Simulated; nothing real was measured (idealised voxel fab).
The process module presented herein is designated voxel wiring stack.
The width of the displayed cross-section, cut, is 145 nm; its cells are square, with a size of 5 nm.
Square cells in a grid make up a cross-section in this document, and the grid is given as bands, listed from the top down, each one or more rows of cells. Quick guide to a band line: top height, bottom height (nm) up front; then every material left to right with its width in nm. Only one material and it's marked "throughout"? Then it fills the band edge to edge. And "air" just means empty space. We count height from 0. Below that, the starting wafer is all one material. The lowest band never ends at the bottom but goes on down; see "0..down" for how that is written. When a width is written as two numbers, as in "30 to 40", the first number is the width in the top row of cells of the band and the second is the width in its bottom row, and the width changes by the same amount from each row to the next. You'll sometimes find "no alteration" written for a step, and that's the way of saying that nowhere in the cross-section did a cell change during that step. "Closed internal cavities" specifies each empty space that is not open to the top and that occupies no fewer than 8 cells, using the form width x height at distance, the distance measured from the left edge and all three quantities in nm. Anything after a step's settings on that line? It's the simulator's own note about the step. The setting "overlay nm" may be written on the line of a step. When the step uses a mask, the value reports how far to the right of the planned place the mask lay, and a negative value reports that it lay to the left.

Planned process steps
1 RECEIVE [material Si]
2 CONFORMAL_DEP [material SiO2] [thk nm 10]
3 DIRECTIONAL_DEP [material TiN] [thk nm 5]
4 DIRECTIONAL_DEP [material Ru] [thk nm 20]
5 PATTERN [tone cover] [mask id METAL_1] [material resist] [width nm 30] [pitch nm 55] [thk nm 20] [overlay nm 0]
6 DIRECTIONAL_ETCH [etch materials Ru] [depth nm 20]
7 DIRECTIONAL_ETCH [etch materials TiN] [depth nm 5]
8 STRIP [etch materials resist]
9 CONFORMAL_DEP [material SiCN] [thk nm 5]
10 FILL_DEP [material SiO2] [thk nm 10]
11 CMP [height nm 35]
12 CONFORMAL_DEP [material SiCN] [thk nm 5]
13 DIRECTIONAL_DEP [material SiO2] [thk nm 10]
14 MASKED_ETCH [tone open] [mask id PLUG_1] [width nm 15] [etch materials SiO2] [depth nm 10] [overlay nm 0]
15 MASKED_ETCH [tone open] [mask id PLUG_1] [width nm 15] [etch materials SiCN] [depth nm 5] [overlay nm 0]
16 CONFORMAL_DEP [material TiN] [thk nm 5]
17 FILL_DEP [material W] [thk nm 10]
18 CMP [height nm 50]
19 CONFORMAL_DEP [material SiCN] [thk nm 5]
20 DIRECTIONAL_DEP [material lowk] [thk nm 20]
21 DIRECTIONAL_DEP [material aC] [thk nm 10]
22 PATTERN [tone open] [mask id METAL_2] [material resist] [width nm 30] [pitch nm 55] [thk nm 30] [overlay nm 0]
23 DIRECTIONAL_ETCH [etch materials aC] [depth nm 10]
24 STRIP [etch materials resist]
25 DIRECTIONAL_ETCH [etch materials lowk] [depth nm 20]
26 DIRECTIONAL_ETCH [etch materials SiCN] [depth nm 5]
27 STRIP [etch materials aC]
28 CONFORMAL_DEP [material TiN] [thk nm 5]
29 FILL_DEP [material Cu] [thk nm 5]
30 CMP [height nm 75]
31 CONFORMAL_DEP [material SiCN] [thk nm 5]
32 DIRECTIONAL_DEP [material SiO2] [thk nm 20]
33 DIRECTIONAL_DEP [material aC] [thk nm 10]
34 PATTERN [tone open] [mask id PLUG_2] [material resist] [width nm 15] [pitch nm 55] [thk nm 30] [overlay nm 0]
35 DIRECTIONAL_ETCH [etch materials aC] [depth nm 10]
36 STRIP [etch materials resist]
37 DIRECTIONAL_ETCH [etch materials SiO2] [depth nm 20]
38 DIRECTIONAL_ETCH [etch materials SiCN] [depth nm 5]
39 STRIP [etch materials aC]
40 CONFORMAL_DEP [material TiN] [thk nm 5]
41 FILL_DEP [material W] [thk nm 10]
42 CMP [height nm 100]
43 DIRECTIONAL_DEP [material TiN] [thk nm 5]
44 DIRECTIONAL_DEP [material Ru] [thk nm 25]
45 MASKED_ETCH [tone cover] [mask id METAL_3] [width nm 30] [pitch nm 55] [etch materials Ru] [depth nm 25] [overlay nm 0]
46 MASKED_ETCH [tone cover] [mask id METAL_3] [width nm 30] [pitch nm 55] [etch materials TiN] [depth nm 5] [overlay nm 0]
47 FILL_DEP [material SiO2] [thk nm 10]
48 CMP [height nm 130]
49 CONFORMAL_DEP [material SiN] [thk nm 5]
All wafers enter the flow in the same state. The width nm at step 34 differs from wafer to wafer, and the plan gives the value for the first wafer.

This is how the first of several wafers looked in cross-section when it arrived, which is after step 1
  0..down = Si throughout
  Closed internal cavities: none

After the module's final step, step 49: the first of several wafers in cross-section
  135..130 = SiN throughout
  130..105 = SiO2: 30, then Ru: 30, then SiO2: 25, then Ru: 30, then SiO2: 30
  105..100 = SiO2: 30, then TiN: 30, then SiO2: 25, then TiN: 30, then SiO2: 30
  100..80 = SiO2: 30, then TiN: 5, then W: 5, then TiN: 5, then SiO2: 40, then TiN: 5, then W: 5, then TiN: 5, then SiO2: 45
  80..75 = SiCN: 30, then TiN: 15, then SiCN: 40, then TiN: 15, then SiCN: 45
  75..55 = lowk: 30, then TiN: 5, then Cu: 20, then TiN: 5, then lowk: 25, then TiN: 5, then Cu: 20, then TiN: 5, then lowk: 30
  55..50 = SiCN: 30, then TiN: 30, then SiCN: 25, then TiN: 30, then SiCN: 30
  50..40 = SiO2: 30, then TiN: 5, then W: 5, then TiN: 5, then SiO2: 100
  40..35 = SiCN: 30, then TiN: 15, then SiCN: 100
  35..15 = SiO2: 25, then SiCN: 5, then Ru: 30, then SiCN: 5, then SiO2: 15, then SiCN: 5, then Ru: 30, then SiCN: 5, then SiO2: 25
  15..10 = SiCN: 30, then TiN: 30, then SiCN: 25, then TiN: 30, then SiCN: 30
  10..0 = SiO2 throughout
  0..down = Si throughout
  Closed internal cavities: none

Cross-sectional view, end of module, last wafer of several
  135..130 = SiN throughout
  130..105 = SiO2: 30, then Ru: 30, then SiO2: 25, then Ru: 30, then SiO2: 30
  105..100 = SiO2: 30, then TiN: 30, then SiO2: 25, then TiN: 30, then SiO2: 30
  100..80 = SiO2: 25, then TiN: 5, then W: 20, then TiN: 5, then SiO2: 25, then TiN: 5, then W: 20, then TiN: 5, then SiO2: 35
  80..75 = SiCN: 25, then TiN: 30, then SiCN: 25, then TiN: 30, then SiCN: 35
  75..55 = lowk: 30, then TiN: 5, then Cu: 20, then TiN: 5, then lowk: 25, then TiN: 5, then Cu: 20, then TiN: 5, then lowk: 30
  55..50 = SiCN: 30, then TiN: 30, then SiCN: 25, then TiN: 30, then SiCN: 30
  50..40 = SiO2: 30, then TiN: 5, then W: 5, then TiN: 5, then SiO2: 100
  40..35 = SiCN: 30, then TiN: 15, then SiCN: 100
  35..15 = SiO2: 25, then SiCN: 5, then Ru: 30, then SiCN: 5, then SiO2: 15, then SiCN: 5, then Ru: 30, then SiCN: 5, then SiO2: 25
  15..10 = SiCN: 30, then TiN: 30, then SiCN: 25, then TiN: 30, then SiCN: 30
  10..0 = SiO2 throughout
  0..down = Si throughout
  Closed internal cavities: none

Each row below is a wafer at the end of the module, listing for every material the number of cells it has gained (+) or lost (-) since it was received, followed by its closed voids
width nm 15 | +32 Cu | +108 Ru | +99 SiCN | +29 SiN | +356 SiO2 | +81 TiN | +10 W | +68 lowk | Closed internal cavities: none
width nm 20 | +32 Cu | +108 Ru | +97 SiCN | +29 SiN | +348 SiO2 | +83 TiN | +18 W | +68 lowk | Closed internal cavities: none
width nm 25 | +32 Cu | +108 Ru | +95 SiCN | +29 SiN | +340 SiO2 | +85 TiN | +26 W | +68 lowk | Closed internal cavities: none
width nm 30 | +32 Cu | +108 Ru | +93 SiCN | +29 SiN | +332 SiO2 | +87 TiN | +34 W | +68 lowk | Closed internal cavities: none
